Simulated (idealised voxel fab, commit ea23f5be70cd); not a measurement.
Process module in this document: voxel double patterning
Square cell edge 5 nm, section width 245 nm, ID cut.
Heads up, the way a cross-section reads in here is a grid of square cells, handed over as bands from the top down, with every band being one or more rows of cells. Within each band entry, the heights of the top and of the bottom of the band appear first, in that order and in nm; the materials of the band then follow from left to right, each with its corresponding width in nm. The designation "throughout" on a single material indicates that it fills the band from edge to edge; the designation "empty" indicates empty space. A quick word on heights: they are counted from 0, and under that level the wafer as it came to us is one material throughout. The lowest band is different from the rest in having no bottom; it simply continues downward, written as in "0 down". A width such as "30->40" changes by the same amount from each row of cells to the next, from the band's top row to its bottom row. "identical to before" for a step: no cell of the cross-section changed in that step. What "Unvented cavities" gives you is every empty space of 8 cells or more that is cut off from the top. Each appears as width x height at distance, with the distance taken from the left edge and width, height and distance all in nm. Heads up: the bit after the settings on a step's line is the simulator's remark on that step. The line of a step may include "overlay nm". On a step with a mask, this value is how far to the right of its planned place the mask lay. A negative value means the mask lay to the left.
**The steps planned for the process are as follows**
1) RECEIVE | material Si
2) CONFORMAL_DEP | material SiN | thk nm 10
3) DIRECTIONAL_DEP | material SiO2 | thk nm 15
4) DIRECTIONAL_DEP | material SiCN | thk nm 10
5) MASKED_ETCH | tone open | mask id FIRST | width nm 15 | pitch nm 50 | etch materials SiCN | depth nm 10 | overlay nm 0
6) DIRECTIONAL_DEP | material aC | thk nm 10
7) PATTERN | tone open | mask id SECOND | material resist | width nm 15 | pitch nm 50 | thk nm 30 | overlay nm 0
8) DIRECTIONAL_ETCH | etch materials aC | depth nm 10
9) STRIP | etch materials resist
10) DIRECTIONAL_ETCH | etch materials SiCN | depth nm 10
11) STRIP | etch materials aC
12) DIRECTIONAL_ETCH | etch materials SiO2 | depth nm 15
13) STRIP | etch materials SiCN
**Wafer, first of two, run as planned**
**Wafer cross-section on receipt, i.e. after step 1**
- 0 down: Si throughout
- Unvented cavities: none
**Wafer section view after processing step 2**
- 10 to 0: SiN throughout
- Below 0, the layers are the same as they were.
**Wafer section view after processing step 3**
- 25 to 10: SiO2 throughout
- Below 10, the layers are the same as they were.
**Wafer section view after processing step 4**
- 35 to 25: SiCN throughout
- Below 25, the layers are the same as they were.
**Wafer section view after processing step 5**
- 35 to 25: SiCN 65 nm  empty 15 nm  SiCN 35 nm  empty 15 nm  SiCN 35 nm  empty 15 nm  SiCN 65 nm
- Below 25, the layers are the same as they were.
**Wafer section view after processing step 6**
- 45 to 35: aC 65 nm  empty 15 nm  aC 35 nm  empty 15 nm  aC 35 nm  empty 15 nm  aC 65 nm
- 35 to 25: SiCN 65 nm  aC 15 nm  SiCN 35 nm  aC 15 nm  SiCN 35 nm  aC 15 nm  SiCN 65 nm
- Below 25, the layers are the same as they were.
**Wafer section view after processing step 7**
- 75 to 45: resist 90 nm  empty 15 nm  resist 35 nm  empty 15 nm  resist 90 nm
- 45 to 35: aC 65 nm  resist 15 nm  aC 35 nm  resist 15 nm  aC 35 nm  resist 15 nm  aC 65 nm
- Below 35, the layers are the same as they were.
**Wafer section view after processing step 8**
- 65 to 45: resist 90 nm  empty 15 nm  resist 35 nm  empty 15 nm  resist 90 nm
- 45 to 35: aC 65 nm  resist 15 nm  aC 10 nm  empty 15 nm  aC 10 nm  resist 15 nm  aC 10 nm  empty 15 nm  aC 10 nm  resist 15 nm  aC 65 nm
- Below 35, the layers are the same as they were.
**Wafer section view after processing step 9**
- 45 to 35: aC 65 nm  empty 15 nm  aC 10 nm  empty 15 nm  aC 10 nm  empty 15 nm  aC 10 nm  empty 15 nm  aC 10 nm  empty 15 nm  aC 65 nm
- Below 35, the layers are the same as they were.
**Wafer section view after processing step 10**
- 45 to 35: aC 65 nm  empty 15 nm  aC 10 nm  empty 15 nm  aC 10 nm  empty 15 nm  aC 10 nm  empty 15 nm  aC 10 nm  empty 15 nm  aC 65 nm
- 35 to 25: SiCN 65 nm  aC 15 nm  SiCN 10 nm  empty 15 nm  SiCN 10 nm  aC 15 nm  SiCN 10 nm  empty 15 nm  SiCN 10 nm  aC 15 nm  SiCN 65 nm
- Below 25, the layers are the same as they were.
**Wafer section view after processing step 11**
- 35 to 25: SiCN 65 nm  empty 15 nm  SiCN 10 nm  empty 15 nm  SiCN 10 nm  empty 15 nm  SiCN 10 nm  empty 15 nm  SiCN 10 nm  empty 15 nm  SiCN 65 nm
- Below 25, the layers are the same as they were.
**Wafer section view after processing step 12**
- 35 to 25: SiCN 65 nm  empty 15 nm  SiCN 10 nm  empty 15 nm  SiCN 10 nm  empty 15 nm  SiCN 10 nm  empty 15 nm  SiCN 10 nm  empty 15 nm  SiCN 65 nm
- 25 to 10: SiO2 65 nm  empty 15 nm  SiO2 10 nm  empty 15 nm  SiO2 10 nm  empty 15 nm  SiO2 10 nm  empty 15 nm  SiO2 10 nm  empty 15 nm  SiO2 65 nm
- Below 10, the layers are the same as they were.
**Wafer section view after processing step 13**
- 25 to 10: SiO2 65 nm  empty 15 nm  SiO2 10 nm  empty 15 nm  SiO2 10 nm  empty 15 nm  SiO2 10 nm  empty 15 nm  SiO2 10 nm  empty 15 nm  SiO2 65 nm
- Below 10, the layers are the same as they were.
**Okay, second wafer. Nothing different at the start, nothing different in the plan, just one mistake somewhere in the running. As far as step 11, counting that step, it's the first wafer all over again**
**Second wafer profile in section, at the moment step 12 of the plan was meant to be complete**
- 35 to 25: SiCN 65 nm  empty 15 nm  SiCN 10 nm  empty 15 nm  SiCN 10 nm  empty 15 nm  SiCN 10 nm  empty 15 nm  SiCN 10 nm  empty 15 nm  SiCN 65 nm
- 25 to 20: SiO2 65 nm  empty 15 nm  SiO2 10 nm  empty 15 nm  SiO2 10 nm  empty 15 nm  SiO2 10 nm  empty 15 nm  SiO2 10 nm  empty 15 nm  SiO2 65 nm
- Below 20, the layers are the same as they were.
**Second wafer profile in section, at the moment step 13 of the plan was meant to be complete**
- 25 to 20: SiO2 65 nm  empty 15 nm  SiO2 10 nm  empty 15 nm  SiO2 10 nm  empty 15 nm  SiO2 10 nm  empty 15 nm  SiO2 10 nm  empty 15 nm  SiO2 65 nm
- Below 20, the layers are the same as they were.
Processing error: heads up, step 12 didn't go per plan, it actually ran as DIRECTIONAL_ETCH | etch materials SiO2 | depth nm 5
Looking at both finished wafers in cells, the second ends up ahead of or behind the first on some materials: 30 more of SiO2
